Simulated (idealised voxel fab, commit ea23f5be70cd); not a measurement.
process module | voxel self aligned vias
The figure presents cross-section cut, which has a width of 285 nm and is divided into square cells with an edge length of 5 nm.
Think of the cross-section as a grid of square cells. We describe it in bands, top to bottom, and each band covers one or more rows of those cells.
Within each band entry, the heights of the top and of the bottom of the band appear first, in that order and in nm; the materials of the band then follow from left to right, each with its corresponding width in nm. The designation "full width" on a single material indicates that it fills the band from edge to edge; the designation "air" indicates empty space.
Heights from 0 (as-received wafer is one material below). Bottom band endless downward, as "z 0 and below".
A two-number width, for instance "30 to 40", indicates that the width is equal to the first number in the top row of the band and to the second number in the bottom row, and that it changes by a constant amount per row of cells.
Key: "nothing was modified" - step with no changed cell in the cross-section.
If an empty space has no open way to the top and is at least 8 cells in size, "Enclosed cavities" lists it, written width x height at distance, where distance is measured from the left edge and every value is in nm.
Post-settings text on a step line: simulator's own remark regarding the step.
On any step carrying a mask, the "overlay nm" setting, if present on the step's line, tells how far right of its planned place the mask lay; negative values point to the left.

-- Listed below are the process steps as planned
1,RECEIVE (material Si)
2,CONFORMAL_DEP (material SiO2; thk nm 10)
3,CONFORMAL_DEP (material SiCN; thk nm 5)
4,DIRECTIONAL_DEP (material lowk; thk nm 25)
5,PATTERN (tone open; mask id LINES; material resist; width nm 25; pitch nm 70; thk nm 15; overlay nm 0)
6,DIRECTIONAL_ETCH (etch materials lowk; depth nm 25)
7,STRIP (etch materials resist)
8,CONFORMAL_DEP (material TiN; thk nm 5)
9,FILL_DEP (material Ru; thk nm 10)
10,CMP (height nm 40)
11,SELECTIVE_ETCH (etch materials W Ru TiN; depth nm 5)
12,FILL_DEP (material SiN; thk nm 10)
13,CMP (height nm 40)
14,DIRECTIONAL_DEP (material lowk; thk nm 20)
15,DIRECTIONAL_DEP (material aC; thk nm 15)
16,PATTERN (tone open; mask id VIAS; material resist; width nm 45; pitch nm 70; thk nm 30; overlay nm 0)
17,DIRECTIONAL_ETCH (etch materials aC; depth nm 15)
18,STRIP (etch materials resist)
19,DIRECTIONAL_ETCH (etch materials lowk; depth nm 20)
20,DIRECTIONAL_ETCH (etch materials SiN; depth nm 5)
21,STRIP (etch materials aC)
22,CONFORMAL_DEP (material TiN; thk nm 5)
23,FILL_DEP (material Cu; thk nm 10)
24,CMP (height nm 60)
25,CONFORMAL_DEP (material SiCN; thk nm 5)

-- Cross-sectional view of the wafer in its as-received condition, corresponding to the state after step 1
- z 0 and below = Si full width
- Enclosed cavities: none

-- Figure: cross-sectional view of the wafer upon completion of the module, processed from the initial state and according to the plan depicted above, with one error introduced during execution
- z 65 to 60 = SiCN full width
- z 60 to 45 = lowk 85, then TiN 5, then Cu 35, then TiN 5, then lowk 25, then TiN 5, then Cu 35, then TiN 5, then lowk 85
- z 45 to 40 = lowk 85, then TiN 5, then Cu 15, then TiN 25, then lowk 25, then TiN 5, then Cu 15, then TiN 25, then lowk 85
- z 40 to 35 = lowk 85, then TiN 25, then lowk 45, then TiN 25, then lowk 105
- z 35 to 20 = lowk 85, then TiN 5, then Ru 15, then TiN 5, then lowk 45, then TiN 5, then Ru 15, then TiN 5, then lowk 105
- z 20 to 15 = lowk 85, then TiN 25, then lowk 45, then TiN 25, then lowk 105
- z 15 to 10 = SiCN full width
- z 10 to 0 = SiO2 full width
- z 0 and below = Si full width
- Enclosed cavities: none
In executing the process, a mistake was made relative to the plan: for step 5, the planned setting was not used; the step was instead run as PATTERN (tone open; mask id LINES; material resist; width nm 25; pitch nm 70; thk nm 15; overlay nm -10)
